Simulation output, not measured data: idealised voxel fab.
This is a process module. Its name is voxel wiring stack.
We display cut, a cross-section 265 nm in width whose square cells are each 5 nm.
Cross-section spec: square-cell grid; bands listed top down; each band is one or more rows.
It is stipulated that each band's entry specify, in nanometres, the height of the top of the band and then that of its bottom, followed by the materials of the band in left-to-right sequence, each together with its width in nanometres. A single material marked by the word "everywhere" is understood to fill the band from edge to edge; the word "empty" is understood to denote empty space.
We count height from 0. Below that, the starting wafer is all one material. The lowest band never ends at the bottom but goes on down; see "0 -> down" for how that is written.
With a width like "30 to 40", each row of cells in the band differs from the next by the same amount, the top row carrying the first number and the bottom row the second.
It should be understood that the words "left unchanged", when stated for a given step, signify that the cross-section underwent no change in any of its cells during that step.
"Non-vented voids": empty spaces of 8 cells or more with no open way to the top, each given as width x height at distance, distance from the left edge, all in nm.
after a step's settings: what the simulator itself notes on the step
overlay nm: mask right of planned place by this much (step with mask). Neg. = left.
Planned process steps:
- 1: RECEIVE with material Si
- 2: CONFORMAL_DEP with material SiO2, thk nm 10
- 3: DIRECTIONAL_DEP with material TiN, thk nm 5
- 4: DIRECTIONAL_DEP with material W, thk nm 25
- 5: PATTERN with tone cover, mask id METAL_1, material resist, width nm 30, pitch nm 55, thk nm 15, overlay nm 0
- 6: DIRECTIONAL_ETCH with etch materials W, depth nm 25
- 7: DIRECTIONAL_ETCH with etch materials TiN, depth nm 5
- 8: STRIP with etch materials resist
- 9: FILL_DEP with material SiO2, thk nm 10
- 10: CMP with height nm 40
- 11: CONFORMAL_DEP with material SiCN, thk nm 5
- 12: DIRECTIONAL_DEP with material SiO2, thk nm 30
- 13: PATTERN with tone open, mask id METAL_2_HOLES, material resist, width nm 15, pitch nm 55, thk nm 20, overlay nm 0
- 14: DIRECTIONAL_ETCH with etch materials SiO2, depth nm 30
- 15: STRIP with etch materials resist
- 16: DIRECTIONAL_DEP with material aC, thk nm 15
- 17: PATTERN with tone open, mask id METAL_2, material resist, width nm 30, pitch nm 55, thk nm 35, overlay nm 0
- 18: DIRECTIONAL_ETCH with etch materials aC, depth nm 15
- 19: STRIP with etch materials resist
- 20: DIRECTIONAL_ETCH with etch materials SiO2, depth nm 20
- 21: DIRECTIONAL_ETCH with etch materials SiCN, depth nm 5
- 22: STRIP with etch materials aC
- 23: CONFORMAL_DEP with material TiN, thk nm 5
- 24: FILL_DEP with material Ru, thk nm 5
- 25: CMP with height nm 75
- 26: CONFORMAL_DEP with material SiCN, thk nm 5
- 27: DIRECTIONAL_DEP with material lowk, thk nm 10
- 28: MASKED_ETCH with tone open, mask id PLUG_2, width nm 15, pitch nm 110, etch materials lowk, depth nm 10, overlay nm 0
- 29: MASKED_ETCH with tone open, mask id PLUG_2, width nm 15, pitch nm 110, etch materials SiCN, depth nm 5, overlay nm 0
- 30: CONFORMAL_DEP with material TiN, thk nm 5
- 31: FILL_DEP with material Cu, thk nm 10
- 32: CMP with height nm 90
- 33: DIRECTIONAL_DEP with material TiN, thk nm 5
- 34: DIRECTIONAL_DEP with material Ru, thk nm 25
- 35: MASKED_ETCH with tone cover, mask id METAL_3, width nm 30, pitch nm 55, etch materials Ru, depth nm 25, overlay nm 0
- 36: MASKED_ETCH with tone cover, mask id METAL_3, width nm 30, pitch nm 55, etch materials TiN, depth nm 5, overlay nm 0
- 37: CONFORMAL_DEP with material SiN, thk nm 5
- 38: FILL_DEP with material lowk, thk nm 5
- 39: CMP with height nm 120
- 40: CONFORMAL_DEP with material SiN, thk nm 5
What follows covers the first of two wafers; it ran as planned:
Incoming wafer in cross-section (state: after step 1):
- 0 -> down: Si everywhere
- Non-vented voids: none
Wafer section view after processing step 2:
- 10 -> 0: SiO2 everywhere
- For the remainder of the cross-section, below 0, there is no change.
Wafer section view after processing step 3:
- 15 -> 10: TiN everywhere
- For the remainder of the cross-section, below 10, there is no change.
Wafer section view after processing step 4:
- 40 -> 15: W everywhere
- For the remainder of the cross-section, below 15, there is no change.
Wafer section view after processing step 5:
- 55 -> 40: empty=35 | resist=30 | empty=25 | resist=30 | empty=25 | resist=30 | empty=25 | resist=30 | empty=35
- For the remainder of the cross-section, below 40, there is no change.
Wafer section view after processing step 6:
- 55 -> 40: empty=35 | resist=30 | empty=25 | resist=30 | empty=25 | resist=30 | empty=25 | resist=30 | empty=35
- 40 -> 15: empty=35 | W=30 | empty=25 | W=30 | empty=25 | W=30 | empty=25 | W=30 | empty=35
- For the remainder of the cross-section, below 15, there is no change.
Wafer section view after processing step 7:
- 55 -> 40: empty=35 | resist=30 | empty=25 | resist=30 | empty=25 | resist=30 | empty=25 | resist=30 | empty=35
- 40 -> 15: empty=35 | W=30 | empty=25 | W=30 | empty=25 | W=30 | empty=25 | W=30 | empty=35
- 15 -> 10: empty=35 | TiN=30 | empty=25 | TiN=30 | empty=25 | TiN=30 | empty=25 | TiN=30 | empty=35
- For the remainder of the cross-section, below 10, there is no change.
Wafer section view after processing step 8:
- 40 -> 15: empty=35 | W=30 | empty=25 | W=30 | empty=25 | W=30 | empty=25 | W=30 | empty=35
- For the remainder of the cross-section, below 15, there is no change.
Wafer section view after processing step 9:
- 50 -> 40: SiO2 everywhere
- 40 -> 15: SiO2=35 | W=30 | SiO2=25 | W=30 | SiO2=25 | W=30 | SiO2=25 | W=30 | SiO2=35
- 15 -> 10: SiO2=35 | TiN=30 | SiO2=25 | TiN=30 | SiO2=25 | TiN=30 | SiO2=25 | TiN=30 | SiO2=35
- For the remainder of the cross-section, below 10, there is no change.
Wafer section view after processing step 10:
- 40 -> 15: SiO2=35 | W=30 | SiO2=25 | W=30 | SiO2=25 | W=30 | SiO2=25 | W=30 | SiO2=35
- For the remainder of the cross-section, below 15, there is no change.
Wafer section view after processing step 11:
- 45 -> 40: SiCN everywhere
- For the remainder of the cross-section, below 40, there is no change.
Wafer section view after processing step 12:
- 75 -> 45: SiO2 everywhere
- For the remainder of the cross-section, below 45, there is no change.
Wafer section view after processing step 13:
- 95 -> 75: resist=35 | empty=15 | resist=40 | empty=15 | resist=40 | empty=15 | resist=40 | empty=15 | resist=50
- For the remainder of the cross-section, below 75, there is no change.
Wafer section view after processing step 14:
- 95 -> 75: resist=35 | empty=15 | resist=40 | empty=15 | resist=40 | empty=15 | resist=40 | empty=15 | resist=50
- 75 -> 45: SiO2=35 | empty=15 | SiO2=40 | empty=15 | SiO2=40 | empty=15 | SiO2=40 | empty=15 | SiO2=50
- For the remainder of the cross-section, below 45, there is no change.
Wafer section view after processing step 15:
- 75 -> 45: SiO2=35 | empty=15 | SiO2=40 | empty=15 | SiO2=40 | empty=15 | SiO2=40 | empty=15 | SiO2=50
- For the remainder of the cross-section, below 45, there is no change.
Wafer section view after processing step 16:
- 90 -> 75: aC=35 | empty=15 | aC=40 | empty=15 | aC=40 | empty=15 | aC=40 | empty=15 | aC=50
- 75 -> 60: SiO2=35 | empty=15 | SiO2=40 | empty=15 | SiO2=40 | empty=15 | SiO2=40 | empty=15 | SiO2=50
- 60 -> 45: SiO2=35 | aC=15 | SiO2=40 | aC=15 | SiO2=40 | aC=15 | SiO2=40 | aC=15 | SiO2=50
- For the remainder of the cross-section, below 45, there is no change.
Wafer section view after processing step 17:
- 125 -> 90: resist=35 | empty=30 | resist=25 | empty=30 | resist=25 | empty=30 | resist=25 | empty=30 | resist=35
- For the remainder of the cross-section, below 90, there is no change.
Wafer section view after processing step 18:
- 110 -> 90: resist=35 | empty=30 | resist=25 | empty=30 | resist=25 | empty=30 | resist=25 | empty=30 | resist=35
- 90 -> 75: aC=35 | empty=30 | aC=25 | empty=30 | aC=25 | empty=30 | aC=25 | empty=30 | aC=35
- 75 -> 45: SiO2=35 | empty=15 | SiO2=40 | empty=15 | SiO2=40 | empty=15 | SiO2=40 | empty=15 | SiO2=50
- For the remainder of the cross-section, below 45, there is no change.
Wafer section view after processing step 19:
- 90 -> 75: aC=35 | empty=30 | aC=25 | empty=30 | aC=25 | empty=30 | aC=25 | empty=30 | aC=35
- For the remainder of the cross-section, below 75, there is no change.
Wafer section view after processing step 20:
- 90 -> 75: aC=35 | empty=30 | aC=25 | empty=30 | aC=25 | empty=30 | aC=25 | empty=30 | aC=35
- 75 -> 55: SiO2=35 | empty=30 | SiO2=25 | empty=30 | SiO2=25 | empty=30 | SiO2=25 | empty=30 | SiO2=35
- For the remainder of the cross-section, below 55, there is no change.
Wafer section view after processing step 21:
- 90 -> 75: aC=35 | empty=30 | aC=25 | empty=30 | aC=25 | empty=30 | aC=25 | empty=30 | aC=35
- 75 -> 55: SiO2=35 | empty=30 | SiO2=25 | empty=30 | SiO2=25 | empty=30 | SiO2=25 | empty=30 | SiO2=35
- 55 -> 45: SiO2=35 | empty=15 | SiO2=40 | empty=15 | SiO2=40 | empty=15 | SiO2=40 | empty=15 | SiO2=50
- 45 -> 40: SiCN=35 | empty=15 | SiCN=40 | empty=15 | SiCN=40 | empty=15 | SiCN=40 | empty=15 | SiCN=50
- For the remainder of the cross-section, below 40, there is no change.
Wafer section view after processing step 22:
- 75 -> 55: SiO2=35 | empty=30 | SiO2=25 | empty=30 | SiO2=25 | empty=30 | SiO2=25 | empty=30 | SiO2=35
- For the remainder of the cross-section, below 55, there is no change.
Wafer section view after processing step 23:
- 80 -> 75: TiN=40 | empty=20 | TiN=35 | empty=20 | TiN=35 | empty=20 | TiN=35 | empty=20 | TiN=40
- 75 -> 60: SiO2=35 | TiN=5 | empty=20 | TiN=5 | SiO2=25 | TiN=5 | empty=20 | TiN=5 | SiO2=25 | TiN=5 | empty=20 | TiN=5 | SiO2=25 | TiN=5 | empty=20 | TiN=5 | SiO2=35
- 60 -> 55: SiO2=35 | TiN=5 | empty=5 | TiN=20 | SiO2=25 | TiN=5 | empty=5 | TiN=20 | SiO2=25 | TiN=5 | empty=5 | TiN=20 | SiO2=25 | TiN=5 | empty=5 | TiN=20 | SiO2=35
- 55 -> 45: SiO2=35 | TiN=5 | empty=5 | TiN=5 | SiO2=40 | TiN=5 | empty=5 | TiN=5 | SiO2=40 | TiN=5 | empty=5 | TiN=5 | SiO2=40 | TiN=5 | empty=5 | TiN=5 | SiO2=50
- 45 -> 40: SiCN=35 | TiN=15 | SiCN=40 | TiN=15 | SiCN=40 | TiN=15 | SiCN=40 | TiN=15 | SiCN=50
- For the remainder of the cross-section, below 40, there is no change.
Wafer section view after processing step 24:
- 85 -> 80: Ru everywhere
- 80 -> 75: TiN=40 | Ru=20 | TiN=35 | Ru=20 | TiN=35 | Ru=20 | TiN=35 | Ru=20 | TiN=40
- 75 -> 60: SiO2=35 | TiN=5 | Ru=20 | TiN=5 | SiO2=25 | TiN=5 | Ru=20 | TiN=5 | SiO2=25 | TiN=5 | Ru=20 | TiN=5 | SiO2=25 | TiN=5 | Ru=20 | TiN=5 | SiO2=35
- 60 -> 55: SiO2=35 | TiN=5 | Ru=5 | TiN=20 | SiO2=25 | TiN=5 | Ru=5 | TiN=20 | SiO2=25 | TiN=5 | Ru=5 | TiN=20 | SiO2=25 | TiN=5 | Ru=5 | TiN=20 | SiO2=35
- 55 -> 45: SiO2=35 | TiN=5 | Ru=5 | TiN=5 | SiO2=40 | TiN=5 | Ru=5 | TiN=5 | SiO2=40 | TiN=5 | Ru=5 | TiN=5 | SiO2=40 | TiN=5 | Ru=5 | TiN=5 | SiO2=50
- For the remainder of the cross-section, below 45, there is no change.
Wafer section view after processing step 25:
- 75 -> 60: SiO2=35 | TiN=5 | Ru=20 | TiN=5 | SiO2=25 | TiN=5 | Ru=20 | TiN=5 | SiO2=25 | TiN=5 | Ru=20 | TiN=5 | SiO2=25 | TiN=5 | Ru=20 | TiN=5 | SiO2=35
- For the remainder of the cross-section, below 60, there is no change.
Wafer section view after processing step 26:
- 80 -> 75: SiCN everywhere
- For the remainder of the cross-section, below 75, there is no change.
Wafer section view after processing step 27:
- 90 -> 80: lowk everywhere
- For the remainder of the cross-section, below 80, there is no change.
Wafer section view after processing step 28:
- 90 -> 80: lowk=35 | empty=15 | lowk=95 | empty=15 | lowk=105
- For the remainder of the cross-section, below 80, there is no change.
Wafer section view after processing step 29:
- 90 -> 80: lowk=35 | empty=15 | lowk=95 | empty=15 | lowk=105
- 80 -> 75: SiCN=35 | empty=15 | SiCN=95 | empty=15 | SiCN=105
- For the remainder of the cross-section, below 75, there is no change.
Wafer section view after processing step 30:
- 95 -> 90: TiN=40 | empty=5 | TiN=105 | empty=5 | TiN=110
- 90 -> 80: lowk=35 | TiN=5 | empty=5 | TiN=5 | lowk=95 | TiN=5 | empty=5 | TiN=5 | lowk=105
- 80 -> 75: SiCN=35 | TiN=15 | SiCN=95 | TiN=15 | SiCN=105
- For the remainder of the cross-section, below 75, there is no change.
Wafer section view after processing step 31:
- 105 -> 95: Cu everywhere
- 95 -> 90: TiN=40 | Cu=5 | TiN=105 | Cu=5 | TiN=110
- 90 -> 80: lowk=35 | TiN=5 | Cu=5 | TiN=5 | lowk=95 | TiN=5 | Cu=5 | TiN=5 | lowk=105
- For the remainder of the cross-section, below 80, there is no change.
Wafer section view after processing step 32:
- 90 -> 80: lowk=35 | TiN=5 | Cu=5 | TiN=5 | lowk=95 | TiN=5 | Cu=5 | TiN=5 | lowk=105
- For the remainder of the cross-section, below 80, there is no change.
Wafer section view after processing step 33:
- 95 -> 90: TiN everywhere
- For the remainder of the cross-section, below 90, there is no change.
Wafer section view after processing step 34:
- 120 -> 95: Ru everywhere
- For the remainder of the cross-section, below 95, there is no change.
Wafer section view after processing step 35:
- 120 -> 95: empty=35 | Ru=30 | empty=25 | Ru=30 | empty=25 | Ru=30 | empty=25 | Ru=30 | empty=35
- For the remainder of the cross-section, below 95, there is no change.
Wafer section view after processing step 36:
- 120 -> 95: empty=35 | Ru=30 | empty=25 | Ru=30 | empty=25 | Ru=30 | empty=25 | Ru=30 | empty=35
- 95 -> 90: empty=35 | TiN=30 | empty=25 | TiN=30 | empty=25 | TiN=30 | empty=25 | TiN=30 | empty=35
- For the remainder of the cross-section, below 90, there is no change.
Wafer section view after processing step 37:
- 125 -> 120: empty=30 | SiN=40 | empty=15 | SiN=40 | empty=15 | SiN=40 | empty=15 | SiN=40 | empty=30
- 120 -> 95: empty=30 | SiN=5 | Ru=30 | SiN=5 | empty=15 | SiN=5 | Ru=30 | SiN=5 | empty=15 | SiN=5 | Ru=30 | SiN=5 | empty=15 | SiN=5 | Ru=30 | SiN=5 | empty=30
- 95 -> 90: SiN=35 | TiN=30 | SiN=25 | TiN=30 | SiN=25 | TiN=30 | SiN=25 | TiN=30 | SiN=35
- For the remainder of the cross-section, below 90, there is no change.
Wafer section view after processing step 38:
- 130 -> 125: lowk everywhere
- 125 -> 120: lowk=30 | SiN=40 | lowk=15 | SiN=40 | lowk=15 | SiN=40 | lowk=15 | SiN=40 | lowk=30
- 120 -> 95: lowk=30 | SiN=5 | Ru=30 | SiN=5 | lowk=15 | SiN=5 | Ru=30 | SiN=5 | lowk=15 | SiN=5 | Ru=30 | SiN=5 | lowk=15 | SiN=5 | Ru=30 | SiN=5 | lowk=30
- For the remainder of the cross-section, below 95, there is no change.
Wafer section view after processing step 39:
- 120 -> 95: lowk=30 | SiN=5 | Ru=30 | SiN=5 | lowk=15 | SiN=5 | Ru=30 | SiN=5 | lowk=15 | SiN=5 | Ru=30 | SiN=5 | lowk=15 | SiN=5 | Ru=30 | SiN=5 | lowk=30
- For the remainder of the cross-section, below 95, there is no change.
Wafer section view after processing step 40:
- 125 -> 120: SiN everywhere
- For the remainder of the cross-section, below 120, there is no change.
The Second Wafer: Common Origin and Plan, One Mistake in Execution, Identical to the First Through Step 1:
Second wafer, section view, time point: scheduled end of step 2: left unchanged
Second wafer, section view, time point: scheduled end of step 3:
- 5 -> 0: TiN everywhere
- For the remainder of the cross-section, below 0, there is no change.
Second wafer, section view, time point: scheduled end of step 4:
- 30 -> 5: W everywhere
- For the remainder of the cross-section, below 5, there is no change.
Second wafer, section view, time point: scheduled end of step 5:
- 45 -> 30: empty=35 | resist=30 | empty=25 | resist=30 | empty=25 | resist=30 | empty=25 | resist=30 | empty=35
- For the remainder of the cross-section, below 30, there is no change.
Second wafer, section view, time point: scheduled end of step 6:
- 45 -> 30: empty=35 | resist=30 | empty=25 | resist=30 | empty=25 | resist=30 | empty=25 | resist=30 | empty=35
- 30 -> 5: empty=35 | W=30 | empty=25 | W=30 | empty=25 | W=30 | empty=25 | W=30 | empty=35
- For the remainder of the cross-section, below 5, there is no change.
Second wafer, section view, time point: scheduled end of step 7:
- 45 -> 30: empty=35 | resist=30 | empty=25 | resist=30 | empty=25 | resist=30 | empty=25 | resist=30 | empty=35
- 30 -> 5: empty=35 | W=30 | empty=25 | W=30 | empty=25 | W=30 | empty=25 | W=30 | empty=35
- 5 -> 0: empty=35 | TiN=30 | empty=25 | TiN=30 | empty=25 | TiN=30 | empty=25 | TiN=30 | empty=35
- For the remainder of the cross-section, below 0, there is no change.
Second wafer, section view, time point: scheduled end of step 8:
- 30 -> 5: empty=35 | W=30 | empty=25 | W=30 | empty=25 | W=30 | empty=25 | W=30 | empty=35
- For the remainder of the cross-section, below 5, there is no change.
Second wafer, section view, time point: scheduled end of step 9:
- 40 -> 30: SiO2 everywhere
- 30 -> 5: SiO2=35 | W=30 | SiO2=25 | W=30 | SiO2=25 | W=30 | SiO2=25 | W=30 | SiO2=35
- 5 -> 0: SiO2=35 | TiN=30 | SiO2=25 | TiN=30 | SiO2=25 | TiN=30 | SiO2=25 | TiN=30 | SiO2=35
- For the remainder of the cross-section, below 0, there is no change.
Second wafer, section view, time point: scheduled end of step 10: left unchanged
Second wafer, section view, time point: scheduled end of step 11:
- 45 -> 40: SiCN everywhere
- For the remainder of the cross-section, below 40, there is no change.
Second wafer, section view, time point: scheduled end of step 12:
- 75 -> 45: SiO2 everywhere
- For the remainder of the cross-section, below 45, there is no change.
Second wafer, section view, time point: scheduled end of step 13:
- 95 -> 75: resist=35 | empty=15 | resist=40 | empty=15 | resist=40 | empty=15 | resist=40 | empty=15 | resist=50
- For the remainder of the cross-section, below 75, there is no change.
Second wafer, section view, time point: scheduled end of step 14:
- 95 -> 75: resist=35 | empty=15 | resist=40 | empty=15 | resist=40 | empty=15 | resist=40 | empty=15 | resist=50
- 75 -> 45: SiO2=35 | empty=15 | SiO2=40 | empty=15 | SiO2=40 | empty=15 | SiO2=40 | empty=15 | SiO2=50
- For the remainder of the cross-section, below 45, there is no change.
Second wafer, section view, time point: scheduled end of step 15:
- 75 -> 45: SiO2=35 | empty=15 | SiO2=40 | empty=15 | SiO2=40 | empty=15 | SiO2=40 | empty=15 | SiO2=50
- For the remainder of the cross-section, below 45, there is no change.
Second wafer, section view, time point: scheduled end of step 16:
- 90 -> 75: aC=35 | empty=15 | aC=40 | empty=15 | aC=40 | empty=15 | aC=40 | empty=15 | aC=50
- 75 -> 60: SiO2=35 | empty=15 | SiO2=40 | empty=15 | SiO2=40 | empty=15 | SiO2=40 | empty=15 | SiO2=50
- 60 -> 45: SiO2=35 | aC=15 | SiO2=40 | aC=15 | SiO2=40 | aC=15 | SiO2=40 | aC=15 | SiO2=50
- For the remainder of the cross-section, below 45, there is no change.
Second wafer, section view, time point: scheduled end of step 17:
- 125 -> 90: resist=35 | empty=30 | resist=25 | empty=30 | resist=25 | empty=30 | resist=25 | empty=30 | resist=35
- For the remainder of the cross-section, below 90, there is no change.
Second wafer, section view, time point: scheduled end of step 18:
- 110 -> 90: resist=35 | empty=30 | resist=25 | empty=30 | resist=25 | empty=30 | resist=25 | empty=30 | resist=35
- 90 -> 75: aC=35 | empty=30 | aC=25 | empty=30 | aC=25 | empty=30 | aC=25 | empty=30 | aC=35
- 75 -> 45: SiO2=35 | empty=15 | SiO2=40 | empty=15 | SiO2=40 | empty=15 | SiO2=40 | empty=15 | SiO2=50
- For the remainder of the cross-section, below 45, there is no change.
Second wafer, section view, time point: scheduled end of step 19:
- 90 -> 75: aC=35 | empty=30 | aC=25 | empty=30 | aC=25 | empty=30 | aC=25 | empty=30 | aC=35
- For the remainder of the cross-section, below 75, there is no change.
Second wafer, section view, time point: scheduled end of step 20:
- 90 -> 75: aC=35 | empty=30 | aC=25 | empty=30 | aC=25 | empty=30 | aC=25 | empty=30 | aC=35
- 75 -> 55: SiO2=35 | empty=30 | SiO2=25 | empty=30 | SiO2=25 | empty=30 | SiO2=25 | empty=30 | SiO2=35
- For the remainder of the cross-section, below 55, there is no change.
Second wafer, section view, time point: scheduled end of step 21:
- 90 -> 75: aC=35 | empty=30 | aC=25 | empty=30 | aC=25 | empty=30 | aC=25 | empty=30 | aC=35
- 75 -> 55: SiO2=35 | empty=30 | SiO2=25 | empty=30 | SiO2=25 | empty=30 | SiO2=25 | empty=30 | SiO2=35
- 55 -> 45: SiO2=35 | empty=15 | SiO2=40 | empty=15 | SiO2=40 | empty=15 | SiO2=40 | empty=15 | SiO2=50
- 45 -> 40: SiCN=35 | empty=15 | SiCN=40 | empty=15 | SiCN=40 | empty=15 | SiCN=40 | empty=15 | SiCN=50
- For the remainder of the cross-section, below 40, there is no change.
Second wafer, section view, time point: scheduled end of step 22:
- 75 -> 55: SiO2=35 | empty=30 | SiO2=25 | empty=30 | SiO2=25 | empty=30 | SiO2=25 | empty=30 | SiO2=35
- For the remainder of the cross-section, below 55, there is no change.
Second wafer, section view, time point: scheduled end of step 23:
- 80 -> 75: TiN=40 | empty=20 | TiN=35 | empty=20 | TiN=35 | empty=20 | TiN=35 | empty=20 | TiN=40
- 75 -> 60: SiO2=35 | TiN=5 | empty=20 | TiN=5 | SiO2=25 | TiN=5 | empty=20 | TiN=5 | SiO2=25 | TiN=5 | empty=20 | TiN=5 | SiO2=25 | TiN=5 | empty=20 | TiN=5 | SiO2=35
- 60 -> 55: SiO2=35 | TiN=5 | empty=5 | TiN=20 | SiO2=25 | TiN=5 | empty=5 | TiN=20 | SiO2=25 | TiN=5 | empty=5 | TiN=20 | SiO2=25 | TiN=5 | empty=5 | TiN=20 | SiO2=35
- 55 -> 45: SiO2=35 | TiN=5 | empty=5 | TiN=5 | SiO2=40 | TiN=5 | empty=5 | TiN=5 | SiO2=40 | TiN=5 | empty=5 | TiN=5 | SiO2=40 | TiN=5 | empty=5 | TiN=5 | SiO2=50
- 45 -> 40: SiCN=35 | TiN=15 | SiCN=40 | TiN=15 | SiCN=40 | TiN=15 | SiCN=40 | TiN=15 | SiCN=50
- For the remainder of the cross-section, below 40, there is no change.
Second wafer, section view, time point: scheduled end of step 24:
- 85 -> 80: Ru everywhere
- 80 -> 75: TiN=40 | Ru=20 | TiN=35 | Ru=20 | TiN=35 | Ru=20 | TiN=35 | Ru=20 | TiN=40
- 75 -> 60: SiO2=35 | TiN=5 | Ru=20 | TiN=5 | SiO2=25 | TiN=5 | Ru=20 | TiN=5 | SiO2=25 | TiN=5 | Ru=20 | TiN=5 | SiO2=25 | TiN=5 | Ru=20 | TiN=5 | SiO2=35
- 60 -> 55: SiO2=35 | TiN=5 | Ru=5 | TiN=20 | SiO2=25 | TiN=5 | Ru=5 | TiN=20 | SiO2=25 | TiN=5 | Ru=5 | TiN=20 | SiO2=25 | TiN=5 | Ru=5 | TiN=20 | SiO2=35
- 55 -> 45: SiO2=35 | TiN=5 | Ru=5 | TiN=5 | SiO2=40 | TiN=5 | Ru=5 | TiN=5 | SiO2=40 | TiN=5 | Ru=5 | TiN=5 | SiO2=40 | TiN=5 | Ru=5 | TiN=5 | SiO2=50
- For the remainder of the cross-section, below 45, there is no change.
Second wafer, section view, time point: scheduled end of step 25:
- 75 -> 60: SiO2=35 | TiN=5 | Ru=20 | TiN=5 | SiO2=25 | TiN=5 | Ru=20 | TiN=5 | SiO2=25 | TiN=5 | Ru=20 | TiN=5 | SiO2=25 | TiN=5 | Ru=20 | TiN=5 | SiO2=35
- For the remainder of the cross-section, below 60, there is no change.
Second wafer, section view, time point: scheduled end of step 26:
- 80 -> 75: SiCN everywhere
- For the remainder of the cross-section, below 75, there is no change.
Second wafer, section view, time point: scheduled end of step 27:
- 90 -> 80: lowk everywhere
- For the remainder of the cross-section, below 80, there is no change.
Second wafer, section view, time point: scheduled end of step 28:
- 90 -> 80: lowk=35 | empty=15 | lowk=95 | empty=15 | lowk=105
- For the remainder of the cross-section, below 80, there is no change.
Second wafer, section view, time point: scheduled end of step 29:
- 90 -> 80: lowk=35 | empty=15 | lowk=95 | empty=15 | lowk=105
- 80 -> 75: SiCN=35 | empty=15 | SiCN=95 | empty=15 | SiCN=105
- For the remainder of the cross-section, below 75, there is no change.
Second wafer, section view, time point: scheduled end of step 30:
- 95 -> 90: TiN=40 | empty=5 | TiN=105 | empty=5 | TiN=110
- 90 -> 80: lowk=35 | TiN=5 | empty=5 | TiN=5 | lowk=95 | TiN=5 | empty=5 | TiN=5 | lowk=105
- 80 -> 75: SiCN=35 | TiN=15 | SiCN=95 | TiN=15 | SiCN=105
- For the remainder of the cross-section, below 75, there is no change.
Second wafer, section view, time point: scheduled end of step 31:
- 105 -> 95: Cu everywhere
- 95 -> 90: TiN=40 | Cu=5 | TiN=105 | Cu=5 | TiN=110
- 90 -> 80: lowk=35 | TiN=5 | Cu=5 | TiN=5 | lowk=95 | TiN=5 | Cu=5 | TiN=5 | lowk=105
- For the remainder of the cross-section, below 80, there is no change.
Second wafer, section view, time point: scheduled end of step 32:
- 90 -> 80: lowk=35 | TiN=5 | Cu=5 | TiN=5 | lowk=95 | TiN=5 | Cu=5 | TiN=5 | lowk=105
- For the remainder of the cross-section, below 80, there is no change.
Second wafer, section view, time point: scheduled end of step 33:
- 95 -> 90: TiN everywhere
- For the remainder of the cross-section, below 90, there is no change.
Second wafer, section view, time point: scheduled end of step 34:
- 120 -> 95: Ru everywhere
- For the remainder of the cross-section, below 95, there is no change.
Second wafer, section view, time point: scheduled end of step 35:
- 120 -> 95: empty=35 | Ru=30 | empty=25 | Ru=30 | empty=25 | Ru=30 | empty=25 | Ru=30 | empty=35
- For the remainder of the cross-section, below 95, there is no change.
Second wafer, section view, time point: scheduled end of step 36:
- 120 -> 95: empty=35 | Ru=30 | empty=25 | Ru=30 | empty=25 | Ru=30 | empty=25 | Ru=30 | empty=35
- 95 -> 90: empty=35 | TiN=30 | empty=25 | TiN=30 | empty=25 | TiN=30 | empty=25 | TiN=30 | empty=35
- For the remainder of the cross-section, below 90, there is no change.
Second wafer, section view, time point: scheduled end of step 37:
- 125 -> 120: empty=30 | SiN=40 | empty=15 | SiN=40 | empty=15 | SiN=40 | empty=15 | SiN=40 | empty=30
- 120 -> 95: empty=30 | SiN=5 | Ru=30 | SiN=5 | empty=15 | SiN=5 | Ru=30 | SiN=5 | empty=15 | SiN=5 | Ru=30 | SiN=5 | empty=15 | SiN=5 | Ru=30 | SiN=5 | empty=30
- 95 -> 90: SiN=35 | TiN=30 | SiN=25 | TiN=30 | SiN=25 | TiN=30 | SiN=25 | TiN=30 | SiN=35
- For the remainder of the cross-section, below 90, there is no change.
Second wafer, section view, time point: scheduled end of step 38:
- 130 -> 125: lowk everywhere
- 125 -> 120: lowk=30 | SiN=40 | lowk=15 | SiN=40 | lowk=15 | SiN=40 | lowk=15 | SiN=40 | lowk=30
- 120 -> 95: lowk=30 | SiN=5 | Ru=30 | SiN=5 | lowk=15 | SiN=5 | Ru=30 | SiN=5 | lowk=15 | SiN=5 | Ru=30 | SiN=5 | lowk=15 | SiN=5 | Ru=30 | SiN=5 | lowk=30
- For the remainder of the cross-section, below 95, there is no change.
Second wafer, section view, time point: scheduled end of step 39:
- 120 -> 95: lowk=30 | SiN=5 | Ru=30 | SiN=5 | lowk=15 | SiN=5 | Ru=30 | SiN=5 | lowk=15 | SiN=5 | Ru=30 | SiN=5 | lowk=15 | SiN=5 | Ru=30 | SiN=5 | lowk=30
- For the remainder of the cross-section, below 95, there is no change.
Second wafer, section view, time point: scheduled end of step 40:
- 125 -> 120: SiN everywhere
- For the remainder of the cross-section, below 120, there is no change.
Heads up, the wafer didn't run the way we planned it: step 2 of the plan was omitted and not executed
At the close, every material occupies the same number of cells on the second wafer as on the first, only in different positions.
